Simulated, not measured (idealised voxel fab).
Presented below is a process module, voxel released beams.
Cross-section cut: width 260 nm, square cells of 5 nm.
Cross-section format: a grid of square cells, given as bands from top to bottom; each band is one or more rows of cells.
Top, bottom (nm), then materials left to right with widths (nm); lone material tagged "throughout" fills the whole band edge to edge; "air" = empty space.
Height is counted from the level 0, under which the received wafer is composed throughout of one material. The lowest of the bands is not closed at the bottom but continues downward, in the notation "from 0 down".
Width: "30->40" (first number = top row, second number = bottom row, same change from row to row of cells).
No cell of the cross-section changed in a step that is given as "no modification".
Look at "Internal closed voids" for the closed voids: empty spaces with no open path to the top, sized 8 cells or up. Each is width x height at distance, distance from the left edge, all nm.
after a step's settings: what the simulator itself notes on the step
For masked steps, "overlay nm" on the step line gives how far right of plan the mask actually lay; a minus sign means it lay to the left.
-- Set out below are the planned steps of the process
1) RECEIVE with material Si
2) CONFORMAL_DEP with material SiN, thk nm 10
3) DIRECTIONAL_DEP with material SiO2, thk nm 10
4) MASKED_ETCH with tone open, mask id ANCHOR, width nm 40, etch materials SiO2, depth nm 10, overlay nm 0
5) CONFORMAL_DEP with material TiN, thk nm 15
6) DIRECTIONAL_DEP with material aC, thk nm 15
7) PATTERN with tone cover, mask id BEAM, material resist, width nm 110, thk nm 30, overlay nm 0
8) DIRECTIONAL_ETCH with etch materials aC, depth nm 15
9) STRIP with etch materials resist
10) DIRECTIONAL_ETCH with etch materials TiN, depth nm 15
11) STRIP with etch materials aC
12) STRIP with etch materials SiO2
-- As-received wafer cross-section (after step 1)
    from 0 down  Si throughout
    Internal closed voids: none
-- The first of the two wafers as seen in cross-section once the module was finished; processing followed the plan
    from 35 to 25  70 of air / 20 of TiN / 10 of air / 80 of TiN / 80 of air
    from 25 to 20  70 of air / 110 of TiN / 80 of air
    from 20 to 10  75 of air / 40 of TiN / 145 of air
    from 10 to 0  SiN throughout
    from 0 down  Si throughout
    Internal closed voids: none
-- Presented here is a cross-section of the second of the two wafers as it stood at the end of the module. It was started in the same manner and assigned the same plan as the first wafer; however, one mistake was made in its execution
    from 35 to 20  70 of air / 110 of TiN / 80 of air
    from 20 to 10  SiN throughout
    from 10 to 0  SiO2 throughout
    from 0 down  Si throughout
    Internal closed voids: none
Here's what went sideways: steps 2 and 3 of the plan were run in the wrong order, each in the other's place
Upon completion, the second wafer contains, in terms of cells, a greater or smaller amount of certain materials than the first wafer: SiO2 +104, TiN -12
